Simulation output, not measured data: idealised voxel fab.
process module | voxel self aligned vias
cross-section cut | 215 nm wide | cells 5 nm
A cross-section is a grid of square cells, given in bands from the top down. A band is one or more rows of cells.
Each band's line starts with the height of the band's top and of its bottom, in nm. Then come its materials from left to right, each with its width in nm. One material with "throughout" fills the band from edge to edge. "air" is empty space.
Height 0 is the level under which the wafer as received is all one material. The lowest band goes on downwards, as in "0 down".
A width such as "30 to 40" changes by the same amount from each row of cells to the next, from the band's top row to its bottom row.
"no change" after a step means that no cell of the cross-section changed.
closed voids: empty space of 8 cells or more with no open way to the top, each as width x height at its distance from the left edge, in nm
after a step's settings: what the simulator itself notes on the step
overlay nm, on a step with a mask: how far to the right of its planned place the mask lay; to the left if negative
Each pair below shows a cross-section before one step and the cross-section after it, down to the lowest band that changed. The line under each pair gives the step between them, with its settings. The pairs can come from different runs of this module on the same starting wafer, so a pair continues from the pair above only where its "before" says so.
before
  0 down: Si throughout
  closed voids: none
after
  15 to 0: SiO2 throughout
  below 0: unchanged
  closed voids: none
the step between: op CONFORMAL_DEP | material SiO2 | thk nm 15
before: the cross-section after the pair above
after
  20 to 15: SiCN throughout
  below 15: unchanged
  closed voids: none
the step between: op CONFORMAL_DEP | material SiCN | thk nm 5
before: the cross-section after the pair above
after
  50 to 20: SiO2 throughout
  below 20: unchanged
  closed voids: none
the step between: op DIRECTIONAL_DEP | material SiO2 | thk nm 30
before: the cross-section after the pair above
after
  65 to 50: aC throughout
  below 50: unchanged
  closed voids: none
the step between: op DIRECTIONAL_DEP | material aC | thk nm 15
before: the cross-section after the pair above
after
  95 to 65: resist 30 | air 25 | resist 40 | air 25 | resist 40 | air 25 | resist 30
  below 65: unchanged
  closed voids: none
the step between: op PATTERN | tone open | mask id LINES | material resist | width nm 25 | pitch nm 65 | thk nm 30 | overlay nm 0
before: the cross-section after the pair above
after
  80 to 65: resist 30 | air 25 | resist 40 | air 25 | resist 40 | air 25 | resist 30
  65 to 50: aC 30 | air 25 | aC 40 | air 25 | aC 40 | air 25 | aC 30
  below 50: unchanged
  closed voids: none
the step between: op DIRECTIONAL_ETCH | etch materials aC | depth nm 15
before: the cross-section after the pair above
after
  65 to 50: aC 30 | air 25 | aC 40 | air 25 | aC 40 | air 25 | aC 30
  below 50: unchanged
  closed voids: none
the step between: op STRIP | etch materials resist
before: the cross-section after the pair above
after
  65 to 50: aC 30 | air 25 | aC 40 | air 25 | aC 40 | air 25 | aC 30
  50 to 20: SiO2 30 | air 25 | SiO2 40 | air 25 | SiO2 40 | air 25 | SiO2 30
  below 20: unchanged
  closed voids: none
the step between: op DIRECTIONAL_ETCH | etch materials SiO2 | depth nm 30
before: the cross-section after the pair above
after
  50 to 20: SiO2 30 | air 25 | SiO2 40 | air 25 | SiO2 40 | air 25 | SiO2 30
  below 20: unchanged
  closed voids: none
the step between: op STRIP | etch materials aC
before: the cross-section after the pair above
after
  55 to 50: TiN 35 | air 15 | TiN 50 | air 15 | TiN 50 | air 15 | TiN 35
  50 to 25: SiO2 30 | TiN 5 | air 15 | TiN 5 | SiO2 40 | TiN 5 | air 15 | TiN 5 | SiO2 40 | TiN 5 | air 15 | TiN 5 | SiO2 30
  25 to 20: SiO2 30 | TiN 25 | SiO2 40 | TiN 25 | SiO2 40 | TiN 25 | SiO2 30
  below 20: unchanged
  closed voids: none
the step between: op CONFORMAL_DEP | material TiN | thk nm 5
before: the cross-section after the pair above
after
  60 to 55: Ru throughout
  55 to 50: TiN 35 | Ru 15 | TiN 50 | Ru 15 | TiN 50 | Ru 15 | TiN 35
  50 to 25: SiO2 30 | TiN 5 | Ru 15 | TiN 5 | SiO2 40 | TiN 5 | Ru 15 | TiN 5 | SiO2 40 | TiN 5 | Ru 15 | TiN 5 | SiO2 30
  below 25: unchanged
  closed voids: none
the step between: op FILL_DEP | material Ru | thk nm 5
before: the cross-section after the pair above
after
  50 to 25: SiO2 30 | TiN 5 | Ru 15 | TiN 5 | SiO2 40 | TiN 5 | Ru 15 | TiN 5 | SiO2 40 | TiN 5 | Ru 15 | TiN 5 | SiO2 30
  below 25: unchanged
  closed voids: none
the step between: op CMP | height nm 50
before: the cross-section after the pair above
after
  50 to 45: SiO2 30 | air 25 | SiO2 40 | air 25 | SiO2 40 | air 25 | SiO2 30
  below 45: unchanged
  closed voids: none
the step between: op SELECTIVE_ETCH | etch materials W Ru TiN | depth nm 5
before: the cross-section after the pair above
after
  60 to 50: SiN throughout
  50 to 45: SiO2 30 | SiN 25 | SiO2 40 | SiN 25 | SiO2 40 | SiN 25 | SiO2 30
  below 45: unchanged
  closed voids: none
the step between: op FILL_DEP | material SiN | thk nm 10
before: the cross-section after the pair above
after
  50 to 45: SiO2 30 | SiN 25 | SiO2 40 | SiN 25 | SiO2 40 | SiN 25 | SiO2 30
  below 45: unchanged
  closed voids: none
the step between: op CMP | height nm 50
before: the cross-section after the pair above
after
  70 to 50: SiO2 throughout
  below 50: unchanged
  closed voids: none
the step between: op DIRECTIONAL_DEP | material SiO2 | thk nm 20
before: the cross-section after the pair above
after
  85 to 70: resist 25 | air 35 | resist 30 | air 35 | resist 30 | air 35 | resist 25
  below 70: unchanged
  closed voids: none
the step between: op PATTERN | tone open | mask id VIAS | material resist | width nm 35 | pitch nm 65 | thk nm 15 | overlay nm 0
before: the cross-section after the pair above
after
  85 to 70: resist 25 | air 35 | resist 30 | air 35 | resist 30 | air 35 | resist 25
  70 to 50: SiO2 25 | air 35 | SiO2 30 | air 35 | SiO2 30 | air 35 | SiO2 25
  below 50: unchanged
  closed voids: none
the step between: op DIRECTIONAL_ETCH | etch materials SiO2 | depth nm 20
before: the cross-section after the pair above
after
  85 to 70: resist 25 | air 35 | resist 30 | air 35 | resist 30 | air 35 | resist 25
  70 to 50: SiO2 25 | air 35 | SiO2 30 | air 35 | SiO2 30 | air 35 | SiO2 25
  50 to 45: SiO2 30 | air 25 | SiO2 40 | air 25 | SiO2 40 | air 25 | SiO2 30
  below 45: unchanged
  closed voids: none
the step between: op DIRECTIONAL_ETCH | etch materials SiN | depth nm 5
before: the cross-section after the pair above
after
  70 to 50: SiO2 25 | air 35 | SiO2 30 | air 35 | SiO2 30 | air 35 | SiO2 25
  below 50: unchanged
  closed voids: none
the step between: op STRIP | etch materials resist
before: the cross-section after the pair above
after
  75 to 70: TiN 30 | air 25 | TiN 40 | air 25 | TiN 40 | air 25 | TiN 30
  70 to 55: SiO2 25 | TiN 5 | air 25 | TiN 5 | SiO2 30 | TiN 5 | air 25 | TiN 5 | SiO2 30 | TiN 5 | air 25 | TiN 5 | SiO2 25
  55 to 50: SiO2 25 | TiN 10 | air 15 | TiN 10 | SiO2 30 | TiN 10 | air 15 | TiN 10 | SiO2 30 | TiN 10 | air 15 | TiN 10 | SiO2 25
  50 to 45: SiO2 30 | TiN 25 | SiO2 40 | TiN 25 | SiO2 40 | TiN 25 | SiO2 30
  below 45: unchanged
  closed voids: none
the step between: op CONFORMAL_DEP | material TiN | thk nm 5
before: the cross-section after the pair above
after
  85 to 75: W throughout
  75 to 70: TiN 30 | W 25 | TiN 40 | W 25 | TiN 40 | W 25 | TiN 30
  70 to 55: SiO2 25 | TiN 5 | W 25 | TiN 5 | SiO2 30 | TiN 5 | W 25 | TiN 5 | SiO2 30 | TiN 5 | W 25 | TiN 5 | SiO2 25
  55 to 50: SiO2 25 | TiN 10 | W 15 | TiN 10 | SiO2 30 | TiN 10 | W 15 | TiN 10 | SiO2 30 | TiN 10 | W 15 | TiN 10 | SiO2 25
  below 50: unchanged
  closed voids: none
the step between: op FILL_DEP | material W | thk nm 10
before: the cross-section after the pair above
after
  70 to 55: SiO2 25 | TiN 5 | W 25 | TiN 5 | SiO2 30 | TiN 5 | W 25 | TiN 5 | SiO2 30 | TiN 5 | W 25 | TiN 5 | SiO2 25
  below 55: unchanged
  closed voids: none
the step between: op CMP | height nm 70
before: the cross-section after the pair above
after
  75 to 70: SiCN throughout
  below 70: unchanged
  closed voids: none
the step between: op CONFORMAL_DEP | material SiCN | thk nm 5
before
  15 to 0: SiO2 throughout
  0 down: Si throughout
  closed voids: none
after
  45 to 0: SiO2 throughout
  below 0: unchanged
  closed voids: none
the step between: op DIRECTIONAL_DEP | material SiO2 | thk nm 30
before: the cross-section after the pair above
after
  60 to 45: aC throughout
  below 45: unchanged
  closed voids: none
the step between: op DIRECTIONAL_DEP | material aC | thk nm 15
before: the cross-section after the pair above
after
  90 to 60: resist 30 | air 25 | resist 40 | air 25 | resist 40 | air 25 | resist 30
  below 60: unchanged
  closed voids: none
the step between: op PATTERN | tone open | mask id LINES | material resist | width nm 25 | pitch nm 65 | thk nm 30 | overlay nm 0
before: the cross-section after the pair above
after
  75 to 60: resist 30 | air 25 | resist 40 | air 25 | resist 40 | air 25 | resist 30
  60 to 45: aC 30 | air 25 | aC 40 | air 25 | aC 40 | air 25 | aC 30
  below 45: unchanged
  closed voids: none
the step between: op DIRECTIONAL_ETCH | etch materials aC | depth nm 15
before: the cross-section after the pair above
after
  60 to 45: aC 30 | air 25 | aC 40 | air 25 | aC 40 | air 25 | aC 30
  below 45: unchanged
  closed voids: none
the step between: op STRIP | etch materials resist
before: the cross-section after the pair above
after
  60 to 45: aC 30 | air 25 | aC 40 | air 25 | aC 40 | air 25 | aC 30
  45 to 15: SiO2 30 | air 25 | SiO2 40 | air 25 | SiO2 40 | air 25 | SiO2 30
  below 15: unchanged
  closed voids: none
the step between: op DIRECTIONAL_ETCH | etch materials SiO2 | depth nm 30
before: the cross-section after the pair above
after
  45 to 15: SiO2 30 | air 25 | SiO2 40 | air 25 | SiO2 40 | air 25 | SiO2 30
  below 15: unchanged
  closed voids: none
the step between: op STRIP | etch materials aC
before: the cross-section after the pair above
after
  50 to 45: TiN 35 | air 15 | TiN 50 | air 15 | TiN 50 | air 15 | TiN 35
  45 to 20: SiO2 30 | TiN 5 | air 15 | TiN 5 | SiO2 40 | TiN 5 | air 15 | TiN 5 | SiO2 40 | TiN 5 | air 15 | TiN 5 | SiO2 30
  20 to 15: SiO2 30 | TiN 25 | SiO2 40 | TiN 25 | SiO2 40 | TiN 25 | SiO2 30
  below 15: unchanged
  closed voids: none
the step between: op CONFORMAL_DEP | material TiN | thk nm 5
before: the cross-section after the pair above
after
  55 to 50: Ru throughout
  50 to 45: TiN 35 | Ru 15 | TiN 50 | Ru 15 | TiN 50 | Ru 15 | TiN 35
  45 to 20: SiO2 30 | TiN 5 | Ru 15 | TiN 5 | SiO2 40 | TiN 5 | Ru 15 | TiN 5 | SiO2 40 | TiN 5 | Ru 15 | TiN 5 | SiO2 30
  below 20: unchanged
  closed voids: none
the step between: op FILL_DEP | material Ru | thk nm 5
before: the cross-section after the pair above
after
  50 to 45: TiN 35 | Ru 15 | TiN 50 | Ru 15 | TiN 50 | Ru 15 | TiN 35
  below 45: unchanged
  closed voids: none
the step between: op CMP | height nm 50
before: the cross-section after the pair above
after
  45 to 20: SiO2 30 | TiN 5 | Ru 15 | TiN 5 | SiO2 40 | TiN 5 | Ru 15 | TiN 5 | SiO2 40 | TiN 5 | Ru 15 | TiN 5 | SiO2 30
  below 20: unchanged
  closed voids: none
the step between: op SELECTIVE_ETCH | etch materials W Ru TiN | depth nm 5
before: the cross-section after the pair above
after
  55 to 45: SiN throughout
  below 45: unchanged
  closed voids: none
the step between: op FILL_DEP | material SiN | thk nm 10
before: the cross-section after the pair above
after
  50 to 45: SiN throughout
  below 45: unchanged
  closed voids: none
the step between: op CMP | height nm 50
before: the cross-section after the pair above
after
  70 to 50: SiO2 throughout
  below 50: unchanged
  closed voids: none
the step between: op DIRECTIONAL_DEP | material SiO2 | thk nm 20
before: the cross-section after the pair above
after
  85 to 70: resist 25 | air 35 | resist 30 | air 35 | resist 30 | air 35 | resist 25
  below 70: unchanged
  closed voids: none
the step between: op PATTERN | tone open | mask id VIAS | material resist | width nm 35 | pitch nm 65 | thk nm 15 | overlay nm 0
before: the cross-section after the pair above
after
  85 to 70: resist 25 | air 35 | resist 30 | air 35 | resist 30 | air 35 | resist 25
  70 to 50: SiO2 25 | air 35 | SiO2 30 | air 35 | SiO2 30 | air 35 | SiO2 25
  below 50: unchanged
  closed voids: none
the step between: op DIRECTIONAL_ETCH | etch materials SiO2 | depth nm 20
before: the cross-section after the pair above
after
  85 to 70: resist 25 | air 35 | resist 30 | air 35 | resist 30 | air 35 | resist 25
  70 to 50: SiO2 25 | air 35 | SiO2 30 | air 35 | SiO2 30 | air 35 | SiO2 25
  50 to 45: SiN 25 | air 35 | SiN 30 | air 35 | SiN 30 | air 35 | SiN 25
  below 45: unchanged
  closed voids: none
the step between: op DIRECTIONAL_ETCH | etch materials SiN | depth nm 5
before: the cross-section after the pair above
after
  70 to 50: SiO2 25 | air 35 | SiO2 30 | air 35 | SiO2 30 | air 35 | SiO2 25
  below 50: unchanged
  closed voids: none
the step between: op STRIP | etch materials resist
before: the cross-section after the pair above
after
  75 to 70: TiN 30 | air 25 | TiN 40 | air 25 | TiN 40 | air 25 | TiN 30
  70 to 50: SiO2 25 | TiN 5 | air 25 | TiN 5 | SiO2 30 | TiN 5 | air 25 | TiN 5 | SiO2 30 | TiN 5 | air 25 | TiN 5 | SiO2 25
  50 to 45: SiN 25 | TiN 35 | SiN 30 | TiN 35 | SiN 30 | TiN 35 | SiN 25
  below 45: unchanged
  closed voids: none
the step between: op CONFORMAL_DEP | material TiN | thk nm 5
before: the cross-section after the pair above
after
  85 to 75: W throughout
  75 to 70: TiN 30 | W 25 | TiN 40 | W 25 | TiN 40 | W 25 | TiN 30
  70 to 50: SiO2 25 | TiN 5 | W 25 | TiN 5 | SiO2 30 | TiN 5 | W 25 | TiN 5 | SiO2 30 | TiN 5 | W 25 | TiN 5 | SiO2 25
  below 50: unchanged
  closed voids: none
the step between: op FILL_DEP | material W | thk nm 10
before: the cross-section after the pair above
after
  70 to 50: SiO2 25 | TiN 5 | W 25 | TiN 5 | SiO2 30 | TiN 5 | W 25 | TiN 5 | SiO2 30 | TiN 5 | W 25 | TiN 5 | SiO2 25
  below 50: unchanged
  closed voids: none
the step between: op CMP | height nm 70
before: the cross-section after the pair above
after
  75 to 70: SiCN throughout
  below 70: unchanged
  closed voids: none
the step between: op CONFORMAL_DEP | material SiCN | thk nm 5
before
  15 to 0: SiO2 throughout
  0 down: Si throughout
  closed voids: none
after
  30 to 0: SiO2 throughout
  below 0: unchanged
  closed voids: none
the step between: op CONFORMAL_DEP | material SiO2 | thk nm 15
before: the cross-section after the pair above
after
  35 to 30: SiCN throughout
  below 30: unchanged
  closed voids: none
the step between: op CONFORMAL_DEP | material SiCN | thk nm 5
before: the cross-section after the pair above
after
  65 to 35: SiO2 throughout
  below 35: unchanged
  closed voids: none
the step between: op DIRECTIONAL_DEP | material SiO2 | thk nm 30
before: the cross-section after the pair above
after
  80 to 65: aC throughout
  below 65: unchanged
  closed voids: none
the step between: op DIRECTIONAL_DEP | material aC | thk nm 15
before: the cross-section after the pair above
after
  110 to 80: resist 30 | air 25 | resist 40 | air 25 | resist 40 | air 25 | resist 30
  below 80: unchanged
  closed voids: none
the step between: op PATTERN | tone open | mask id LINES | material resist | width nm 25 | pitch nm 65 | thk nm 30 | overlay nm 0
before: the cross-section after the pair above
after
  95 to 80: resist 30 | air 25 | resist 40 | air 25 | resist 40 | air 25 | resist 30
  80 to 65: aC 30 | air 25 | aC 40 | air 25 | aC 40 | air 25 | aC 30
  below 65: unchanged
  closed voids: none
the step between: op DIRECTIONAL_ETCH | etch materials aC | depth nm 15
before: the cross-section after the pair above
after
  80 to 65: aC 30 | air 25 | aC 40 | air 25 | aC 40 | air 25 | aC 30
  below 65: unchanged
  closed voids: none
the step between: op STRIP | etch materials resist
before: the cross-section after the pair above
after
  80 to 65: aC 30 | air 25 | aC 40 | air 25 | aC 40 | air 25 | aC 30
  65 to 35: SiO2 30 | air 25 | SiO2 40 | air 25 | SiO2 40 | air 25 | SiO2 30
  below 35: unchanged
  closed voids: none
the step between: op DIRECTIONAL_ETCH | etch materials SiO2 | depth nm 30
before: the cross-section after the pair above
after
  65 to 35: SiO2 30 | air 25 | SiO2 40 | air 25 | SiO2 40 | air 25 | SiO2 30
  below 35: unchanged
  closed voids: none
the step between: op STRIP | etch materials aC
before: the cross-section after the pair above
after
  70 to 65: TiN 35 | air 15 | TiN 50 | air 15 | TiN 50 | air 15 | TiN 35
  65 to 40: SiO2 30 | TiN 5 | air 15 | TiN 5 | SiO2 40 | TiN 5 | air 15 | TiN 5 | SiO2 40 | TiN 5 | air 15 | TiN 5 | SiO2 30
  40 to 35: SiO2 30 | TiN 25 | SiO2 40 | TiN 25 | SiO2 40 | TiN 25 | SiO2 30
  below 35: unchanged
  closed voids: none
the step between: op CONFORMAL_DEP | material TiN | thk nm 5
before: the cross-section after the pair above
after
  75 to 70: Ru throughout
  70 to 65: TiN 35 | Ru 15 | TiN 50 | Ru 15 | TiN 50 | Ru 15 | TiN 35
  65 to 40: SiO2 30 | TiN 5 | Ru 15 | TiN 5 | SiO2 40 | TiN 5 | Ru 15 | TiN 5 | SiO2 40 | TiN 5 | Ru 15 | TiN 5 | SiO2 30
  below 40: unchanged
  closed voids: none
the step between: op FILL_DEP | material Ru | thk nm 5
before: the cross-section after the pair above
after
  50 to 40: SiO2 30 | TiN 5 | Ru 15 | TiN 5 | SiO2 40 | TiN 5 | Ru 15 | TiN 5 | SiO2 40 | TiN 5 | Ru 15 | TiN 5 | SiO2 30
  below 40: unchanged
  closed voids: none
the step between: op CMP | height nm 50
before: the cross-section after the pair above
after
  50 to 45: SiO2 30 | air 25 | SiO2 40 | air 25 | SiO2 40 | air 25 | SiO2 30
  below 45: unchanged
  closed voids: none
the step between: op SELECTIVE_ETCH | etch materials W Ru TiN | depth nm 5
before: the cross-section after the pair above
after
  60 to 50: SiN throughout
  50 to 45: SiO2 30 | SiN 25 | SiO2 40 | SiN 25 | SiO2 40 | SiN 25 | SiO2 30
  below 45: unchanged
  closed voids: none
the step between: op FILL_DEP | material SiN | thk nm 10
before: the cross-section after the pair above
after
  50 to 45: SiO2 30 | SiN 25 | SiO2 40 | SiN 25 | SiO2 40 | SiN 25 | SiO2 30
  below 45: unchanged
  closed voids: none
the step between: op CMP | height nm 50
before: the cross-section after the pair above
after
  70 to 50: SiO2 throughout
  below 50: unchanged
  closed voids: none
the step between: op DIRECTIONAL_DEP | material SiO2 | thk nm 20
before: the cross-section after the pair above
after
  85 to 70: resist 25 | air 35 | resist 30 | air 35 | resist 30 | air 35 | resist 25
  below 70: unchanged
  closed voids: none
the step between: op PATTERN | tone open | mask id VIAS | material resist | width nm 35 | pitch nm 65 | thk nm 15 | overlay nm 0
before: the cross-section after the pair above
after
  85 to 70: resist 25 | air 35 | resist 30 | air 35 | resist 30 | air 35 | resist 25
  70 to 50: SiO2 25 | air 35 | SiO2 30 | air 35 | SiO2 30 | air 35 | SiO2 25
  below 50: unchanged
  closed voids: none
the step between: op DIRECTIONAL_ETCH | etch materials SiO2 | depth nm 20
before: the cross-section after the pair above
after
  85 to 70: resist 25 | air 35 | resist 30 | air 35 | resist 30 | air 35 | resist 25
  70 to 50: SiO2 25 | air 35 | SiO2 30 | air 35 | SiO2 30 | air 35 | SiO2 25
  50 to 45: SiO2 30 | air 25 | SiO2 40 | air 25 | SiO2 40 | air 25 | SiO2 30
  below 45: unchanged
  closed voids: none
the step between: op DIRECTIONAL_ETCH | etch materials SiN | depth nm 5
before: the cross-section after the pair above
after
  70 to 50: SiO2 25 | air 35 | SiO2 30 | air 35 | SiO2 30 | air 35 | SiO2 25
  below 50: unchanged
  closed voids: none
the step between: op STRIP | etch materials resist
before: the cross-section after the pair above
after
  75 to 70: TiN 30 | air 25 | TiN 40 | air 25 | TiN 40 | air 25 | TiN 30
  70 to 55: SiO2 25 | TiN 5 | air 25 | TiN 5 | SiO2 30 | TiN 5 | air 25 | TiN 5 | SiO2 30 | TiN 5 | air 25 | TiN 5 | SiO2 25
  55 to 50: SiO2 25 | TiN 10 | air 15 | TiN 10 | SiO2 30 | TiN 10 | air 15 | TiN 10 | SiO2 30 | TiN 10 | air 15 | TiN 10 | SiO2 25
  50 to 45: SiO2 30 | TiN 25 | SiO2 40 | TiN 25 | SiO2 40 | TiN 25 | SiO2 30
  below 45: unchanged
  closed voids: none
the step between: op CONFORMAL_DEP | material TiN | thk nm 5
before: the cross-section after the pair above
after
  85 to 75: W throughout
  75 to 70: TiN 30 | W 25 | TiN 40 | W 25 | TiN 40 | W 25 | TiN 30
  70 to 55: SiO2 25 | TiN 5 | W 25 | TiN 5 | SiO2 30 | TiN 5 | W 25 | TiN 5 | SiO2 30 | TiN 5 | W 25 | TiN 5 | SiO2 25
  55 to 50: SiO2 25 | TiN 10 | W 15 | TiN 10 | SiO2 30 | TiN 10 | W 15 | TiN 10 | SiO2 30 | TiN 10 | W 15 | TiN 10 | SiO2 25
  below 50: unchanged
  closed voids: none
the step between: op FILL_DEP | material W | thk nm 10
before: the cross-section after the pair above
after
  70 to 55: SiO2 25 | TiN 5 | W 25 | TiN 5 | SiO2 30 | TiN 5 | W 25 | TiN 5 | SiO2 30 | TiN 5 | W 25 | TiN 5 | SiO2 25
  below 55: unchanged
  closed voids: none
the step between: op CMP | height nm 70
before: the cross-section after the pair above
after
  75 to 70: SiCN throughout
  below 70: unchanged
  closed voids: none
the step between: op CONFORMAL_DEP | material SiCN | thk nm 5
before
  0 down: Si throughout
  closed voids: none
after
  5 to 0: SiCN throughout
  below 0: unchanged
  closed voids: none
the step between: op CONFORMAL_DEP | material SiCN | thk nm 5
before: the cross-section after the pair above
after
  20 to 5: SiO2 throughout
  below 5: unchanged
  closed voids: none
the step between: op CONFORMAL_DEP | material SiO2 | thk nm 15
before: the cross-section after the pair above
after
  50 to 5: SiO2 throughout
  below 5: unchanged
  closed voids: none
the step between: op DIRECTIONAL_DEP | material SiO2 | thk nm 30
before: the cross-section after the pair above
after
  65 to 50: aC throughout
  below 50: unchanged
  closed voids: none
the step between: op DIRECTIONAL_DEP | material aC | thk nm 15
before: the cross-section after the pair above
after
  95 to 65: resist 30 | air 25 | resist 40 | air 25 | resist 40 | air 25 | resist 30
  below 65: unchanged
  closed voids: none
the step between: op PATTERN | tone open | mask id LINES | material resist | width nm 25 | pitch nm 65 | thk nm 30 | overlay nm 0
before: the cross-section after the pair above
after
  80 to 65: resist 30 | air 25 | resist 40 | air 25 | resist 40 | air 25 | resist 30
  65 to 50: aC 30 | air 25 | aC 40 | air 25 | aC 40 | air 25 | aC 30
  below 50: unchanged
  closed voids: none
the step between: op DIRECTIONAL_ETCH | etch materials aC | depth nm 15
before: the cross-section after the pair above
after
  65 to 50: aC 30 | air 25 | aC 40 | air 25 | aC 40 | air 25 | aC 30
  below 50: unchanged
  closed voids: none
the step between: op STRIP | etch materials resist
before: the cross-section after the pair above
after
  65 to 50: aC 30 | air 25 | aC 40 | air 25 | aC 40 | air 25 | aC 30
  50 to 20: SiO2 30 | air 25 | SiO2 40 | air 25 | SiO2 40 | air 25 | SiO2 30
  below 20: unchanged
  closed voids: none
the step between: op DIRECTIONAL_ETCH | etch materials SiO2 | depth nm 30
before: the cross-section after the pair above
after
  50 to 20: SiO2 30 | air 25 | SiO2 40 | air 25 | SiO2 40 | air 25 | SiO2 30
  below 20: unchanged
  closed voids: none
the step between: op STRIP | etch materials aC
before: the cross-section after the pair above
after
  55 to 50: TiN 35 | air 15 | TiN 50 | air 15 | TiN 50 | air 15 | TiN 35
  50 to 25: SiO2 30 | TiN 5 | air 15 | TiN 5 | SiO2 40 | TiN 5 | air 15 | TiN 5 | SiO2 40 | TiN 5 | air 15 | TiN 5 | SiO2 30
  25 to 20: SiO2 30 | TiN 25 | SiO2 40 | TiN 25 | SiO2 40 | TiN 25 | SiO2 30
  below 20: unchanged
  closed voids: none
the step between: op CONFORMAL_DEP | material TiN | thk nm 5
before: the cross-section after the pair above
after
  60 to 55: Ru throughout
  55 to 50: TiN 35 | Ru 15 | TiN 50 | Ru 15 | TiN 50 | Ru 15 | TiN 35
  50 to 25: SiO2 30 | TiN 5 | Ru 15 | TiN 5 | SiO2 40 | TiN 5 | Ru 15 | TiN 5 | SiO2 40 | TiN 5 | Ru 15 | TiN 5 | SiO2 30
  below 25: unchanged
  closed voids: none
the step between: op FILL_DEP | material Ru | thk nm 5
before: the cross-section after the pair above
after
  50 to 25: SiO2 30 | TiN 5 | Ru 15 | TiN 5 | SiO2 40 | TiN 5 | Ru 15 | TiN 5 | SiO2 40 | TiN 5 | Ru 15 | TiN 5 | SiO2 30
  below 25: unchanged
  closed voids: none
the step between: op CMP | height nm 50
before: the cross-section after the pair above
after
  50 to 45: SiO2 30 | air 25 | SiO2 40 | air 25 | SiO2 40 | air 25 | SiO2 30
  below 45: unchanged
  closed voids: none
the step between: op SELECTIVE_ETCH | etch materials W Ru TiN | depth nm 5
before: the cross-section after the pair above
after
  60 to 50: SiN throughout
  50 to 45: SiO2 30 | SiN 25 | SiO2 40 | SiN 25 | SiO2 40 | SiN 25 | SiO2 30
  below 45: unchanged
  closed voids: none
the step between: op FILL_DEP | material SiN | thk nm 10
before: the cross-section after the pair above
after
  50 to 45: SiO2 30 | SiN 25 | SiO2 40 | SiN 25 | SiO2 40 | SiN 25 | SiO2 30
  below 45: unchanged
  closed voids: none
the step between: op CMP | height nm 50
before: the cross-section after the pair above
after
  70 to 50: SiO2 throughout
  below 50: unchanged
  closed voids: none
the step between: op DIRECTIONAL_DEP | material SiO2 | thk nm 20
before: the cross-section after the pair above
after
  85 to 70: resist 25 | air 35 | resist 30 | air 35 | resist 30 | air 35 | resist 25
  below 70: unchanged
  closed voids: none
the step between: op PATTERN | tone open | mask id VIAS | material resist | width nm 35 | pitch nm 65 | thk nm 15 | overlay nm 0
before: the cross-section after the pair above
after
  85 to 70: resist 25 | air 35 | resist 30 | air 35 | resist 30 | air 35 | resist 25
  70 to 50: SiO2 25 | air 35 | SiO2 30 | air 35 | SiO2 30 | air 35 | SiO2 25
  below 50: unchanged
  closed voids: none
the step between: op DIRECTIONAL_ETCH | etch materials SiO2 | depth nm 20
before: the cross-section after the pair above
after
  85 to 70: resist 25 | air 35 | resist 30 | air 35 | resist 30 | air 35 | resist 25
  70 to 50: SiO2 25 | air 35 | SiO2 30 | air 35 | SiO2 30 | air 35 | SiO2 25
  50 to 45: SiO2 30 | air 25 | SiO2 40 | air 25 | SiO2 40 | air 25 | SiO2 30
  below 45: unchanged
  closed voids: none
the step between: op DIRECTIONAL_ETCH | etch materials SiN | depth nm 5
before: the cross-section after the pair above
after
  70 to 50: SiO2 25 | air 35 | SiO2 30 | air 35 | SiO2 30 | air 35 | SiO2 25
  below 50: unchanged
  closed voids: none
the step between: op STRIP | etch materials resist
before: the cross-section after the pair above
after
  75 to 70: TiN 30 | air 25 | TiN 40 | air 25 | TiN 40 | air 25 | TiN 30
  70 to 55: SiO2 25 | TiN 5 | air 25 | TiN 5 | SiO2 30 | TiN 5 | air 25 | TiN 5 | SiO2 30 | TiN 5 | air 25 | TiN 5 | SiO2 25
  55 to 50: SiO2 25 | TiN 10 | air 15 | TiN 10 | SiO2 30 | TiN 10 | air 15 | TiN 10 | SiO2 30 | TiN 10 | air 15 | TiN 10 | SiO2 25
  50 to 45: SiO2 30 | TiN 25 | SiO2 40 | TiN 25 | SiO2 40 | TiN 25 | SiO2 30
  below 45: unchanged
  closed voids: none
the step between: op CONFORMAL_DEP | material TiN | thk nm 5
before: the cross-section after the pair above
after
  85 to 75: W throughout
  75 to 70: TiN 30 | W 25 | TiN 40 | W 25 | TiN 40 | W 25 | TiN 30
  70 to 55: SiO2 25 | TiN 5 | W 25 | TiN 5 | SiO2 30 | TiN 5 | W 25 | TiN 5 | SiO2 30 | TiN 5 | W 25 | TiN 5 | SiO2 25
  55 to 50: SiO2 25 | TiN 10 | W 15 | TiN 10 | SiO2 30 | TiN 10 | W 15 | TiN 10 | SiO2 30 | TiN 10 | W 15 | TiN 10 | SiO2 25
  below 50: unchanged
  closed voids: none
the step between: op FILL_DEP | material W | thk nm 10
before: the cross-section after the pair above
after
  70 to 55: SiO2 25 | TiN 5 | W 25 | TiN 5 | SiO2 30 | TiN 5 | W 25 | TiN 5 | SiO2 30 | TiN 5 | W 25 | TiN 5 | SiO2 25
  below 55: unchanged
  closed voids: none
the step between: op CMP | height nm 70
before: the cross-section after the pair above
after
  75 to 70: SiCN throughout
  below 70: unchanged
  closed voids: none
the step between: op CONFORMAL_DEP | material SiCN | thk nm 5
before
  15 to 0: SiO2 throughout
  0 down: Si throughout
  closed voids: none
after
  30 to 15: SiCN throughout
  below 15: unchanged
  closed voids: none
the step between: op CONFORMAL_DEP | material SiCN | thk nm 15
before: the cross-section after the pair above
after
  60 to 30: SiO2 throughout
  below 30: unchanged
  closed voids: none
the step between: op DIRECTIONAL_DEP | material SiO2 | thk nm 30
before: the cross-section after the pair above
after
  75 to 60: aC throughout
  below 60: unchanged
  closed voids: none
the step between: op DIRECTIONAL_DEP | material aC | thk nm 15
before: the cross-section after the pair above
after
  105 to 75: resist 30 | air 25 | resist 40 | air 25 | resist 40 | air 25 | resist 30
  below 75: unchanged
  closed voids: none
the step between: op PATTERN | tone open | mask id LINES | material resist | width nm 25 | pitch nm 65 | thk nm 30 | overlay nm 0
before: the cross-section after the pair above
after
  90 to 75: resist 30 | air 25 | resist 40 | air 25 | resist 40 | air 25 | resist 30
  75 to 60: aC 30 | air 25 | aC 40 | air 25 | aC 40 | air 25 | aC 30
  below 60: unchanged
  closed voids: none
the step between: op DIRECTIONAL_ETCH | etch materials aC | depth nm 15
before: the cross-section after the pair above
after
  75 to 60: aC 30 | air 25 | aC 40 | air 25 | aC 40 | air 25 | aC 30
  below 60: unchanged
  closed voids: none
the step between: op STRIP | etch materials resist
before: the cross-section after the pair above
after
  75 to 60: aC 30 | air 25 | aC 40 | air 25 | aC 40 | air 25 | aC 30
  60 to 30: SiO2 30 | air 25 | SiO2 40 | air 25 | SiO2 40 | air 25 | SiO2 30
  below 30: unchanged
  closed voids: none
the step between: op DIRECTIONAL_ETCH | etch materials SiO2 | depth nm 30
before: the cross-section after the pair above
after
  60 to 30: SiO2 30 | air 25 | SiO2 40 | air 25 | SiO2 40 | air 25 | SiO2 30
  below 30: unchanged
  closed voids: none
the step between: op STRIP | etch materials aC
